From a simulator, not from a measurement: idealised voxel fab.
Process module heading - voxel ribs on slabs
Cross-sectional view cut (width: 190 nm; square cell size: 5 nm).
Each cross-section below is a grid of square cells, stated as bands in top-down order, with one or more rows of cells making up each band.
Per band: top height and bottom height in nm, followed by the left-to-right materials and their widths in nm; "everywhere" marks a single material spanning edge to edge, "blank" marks empty space.
Counting heights begins at 0, where everything beneath is, in the wafer as received, one material. The lowest band has no bottom; it goes on downwards, as "0 nm and below" shows.
You'd read "30->40" like this: the band's top row of cells is as wide as the first number, its bottom row is as wide as the second, and going down, every row changes width by the same amount as the row before did.
"remained unchanged" after a step means that no cell of the cross-section changed.
Empty spaces without an open route to the top, at least 8 cells in extent, make up the entry "Entrapped voids"; each is given as width x height at distance, where the distance is measured from the left edge, and all are in nm.
Formally, on a step line, whatever follows the settings is a remark that the simulator itself makes on the step.
"overlay nm", when on a step's line for a step with a mask, measures how far to the right of its planned place the mask lay; a negative measure means to the left.

# Process steps (planned)
1) op RECEIVE | material Si
2) op DIRECTIONAL_DEP | material SiO2 | thk nm 25
3) op DIRECTIONAL_DEP | material SiN | thk nm 15
4) op PATTERN | tone cover | mask id RIB | material resist | width nm 25 | thk nm 20 | overlay nm 0
5) op DIRECTIONAL_ETCH | etch materials SiN | depth nm 10
6) op STRIP | etch materials resist
7) op MASKED_ETCH | tone cover | mask id SLAB | width nm 75 | etch materials SiN | depth nm 5 | overlay nm 0
8) op FILL_DEP | material SiO2 | thk nm 15
9) op CMP | height nm 50
10) op DIRECTIONAL_DEP | material W | thk nm 5
11) op PATTERN | tone cover | mask id HEATER | material resist | width nm 35 | thk nm 20 | overlay nm 0
12) op DIRECTIONAL_ETCH | etch materials W | depth nm 5
13) op STRIP | etch materials resist
14) op CONFORMAL_DEP | material SiN | thk nm 10

# First of two wafers, with the run carried out as planned

# Wafer as received: cross-section following step 1
> 0 nm and below = Si everywhere
> Entrapped voids: none

# Cross-section of the wafer after step 2
> 25 nm to 0 nm = SiO2 everywhere
> At heights below 0, the structure remains unaltered.

# Cross-section of the wafer after step 3
> 40 nm to 25 nm = SiN everywhere
> At heights below 25, the structure remains unaltered.

# Cross-section of the wafer after step 4
> 60 nm to 40 nm = 80 of blank  25 of resist  85 of blank
> At heights below 40, the structure remains unaltered.

# Cross-section of the wafer after step 5
> 60 nm to 40 nm = 80 of blank  25 of resist  85 of blank
> 40 nm to 30 nm = 80 of blank  25 of SiN  85 of blank
> At heights below 30, the structure remains unaltered.

# Cross-section of the wafer after step 6
> 40 nm to 30 nm = 80 of blank  25 of SiN  85 of blank
> At heights below 30, the structure remains unaltered.

# Cross-section of the wafer after step 7
> 40 nm to 30 nm = 80 of blank  25 of SiN  85 of blank
> 30 nm to 25 nm = 55 of blank  75 of SiN  60 of blank
> At heights below 25, the structure remains unaltered.

# Cross-section of the wafer after step 8
> 55 nm to 40 nm = SiO2 everywhere
> 40 nm to 30 nm = 80 of SiO2  25 of SiN  85 of SiO2
> 30 nm to 25 nm = 55 of SiO2  75 of SiN  60 of SiO2
> At heights below 25, the structure remains unaltered.

# Cross-section of the wafer after step 9
> 50 nm to 40 nm = SiO2 everywhere
> At heights below 40, the structure remains unaltered.

# Cross-section of the wafer after step 10
> 55 nm to 50 nm = W everywhere
> At heights below 50, the structure remains unaltered.

# Cross-section of the wafer after step 11
> 75 nm to 55 nm = 75 of blank  35 of resist  80 of blank
> At heights below 55, the structure remains unaltered.

# Cross-section of the wafer after step 12
> 75 nm to 55 nm = 75 of blank  35 of resist  80 of blank
> 55 nm to 50 nm = 75 of blank  35 of W  80 of blank
> At heights below 50, the structure remains unaltered.

# Cross-section of the wafer after step 13
> 55 nm to 50 nm = 75 of blank  35 of W  80 of blank
> At heights below 50, the structure remains unaltered.

# Cross-section of the wafer after step 14
> 65 nm to 60 nm = 65 of blank  55 of SiN  70 of blank
> 60 nm to 55 nm = SiN everywhere
> 55 nm to 50 nm = 75 of SiN  35 of W  80 of SiN
> At heights below 50, the structure remains unaltered.

# Regarding the second of the two wafers: it shared the first wafer's starting condition and process plan, yet one error occurred during its execution. Its history coincides with that of the first wafer up to and including step 3

# Second wafer, section view, time point: scheduled end of step 4
> 60 nm to 40 nm = 70 of blank  25 of resist  95 of blank
> At heights below 40, the structure remains unaltered.

# Second wafer, section view, time point: scheduled end of step 5
> 60 nm to 40 nm = 70 of blank  25 of resist  95 of blank
> 40 nm to 30 nm = 70 of blank  25 of SiN  95 of blank
> At heights below 30, the structure remains unaltered.

# Second wafer, section view, time point: scheduled end of step 6
> 40 nm to 30 nm = 70 of blank  25 of SiN  95 of blank
> At heights below 30, the structure remains unaltered.

# Second wafer, section view, time point: scheduled end of step 7
> 40 nm to 30 nm = 70 of blank  25 of SiN  95 of blank
> 30 nm to 25 nm = 55 of blank  75 of SiN  60 of blank
> At heights below 25, the structure remains unaltered.

# Second wafer, section view, time point: scheduled end of step 8
> 55 nm to 40 nm = SiO2 everywhere
> 40 nm to 30 nm = 70 of SiO2  25 of SiN  95 of SiO2
> 30 nm to 25 nm = 55 of SiO2  75 of SiN  60 of SiO2
> At heights below 25, the structure remains unaltered.

# Second wafer, section view, time point: scheduled end of step 9
> 50 nm to 40 nm = SiO2 everywhere
> At heights below 40, the structure remains unaltered.

# Second wafer, section view, time point: scheduled end of step 10
> 55 nm to 50 nm = W everywhere
> At heights below 50, the structure remains unaltered.

# Second wafer, section view, time point: scheduled end of step 11
> 75 nm to 55 nm = 75 of blank  35 of resist  80 of blank
> At heights below 55, the structure remains unaltered.

# Second wafer, section view, time point: scheduled end of step 12
> 75 nm to 55 nm = 75 of blank  35 of resist  80 of blank
> 55 nm to 50 nm = 75 of blank  35 of W  80 of blank
> At heights below 50, the structure remains unaltered.

# Second wafer, section view, time point: scheduled end of step 13
> 55 nm to 50 nm = 75 of blank  35 of W  80 of blank
> At heights below 50, the structure remains unaltered.

# Second wafer, section view, time point: scheduled end of step 14
> 65 nm to 60 nm = 65 of blank  55 of SiN  70 of blank
> 60 nm to 55 nm = SiN everywhere
> 55 nm to 50 nm = 75 of SiN  35 of W  80 of SiN
> At heights below 50, the structure remains unaltered.
Diagnosis: heads up, step 4 didn't go per plan, it actually ran as op PATTERN | tone cover | mask id RIB | material resist | width nm 25 | thk nm 20 | overlay nm -10
Same inventory, different map: at the end, the second wafer holds as many cells of each material as the first, placed elsewhere.
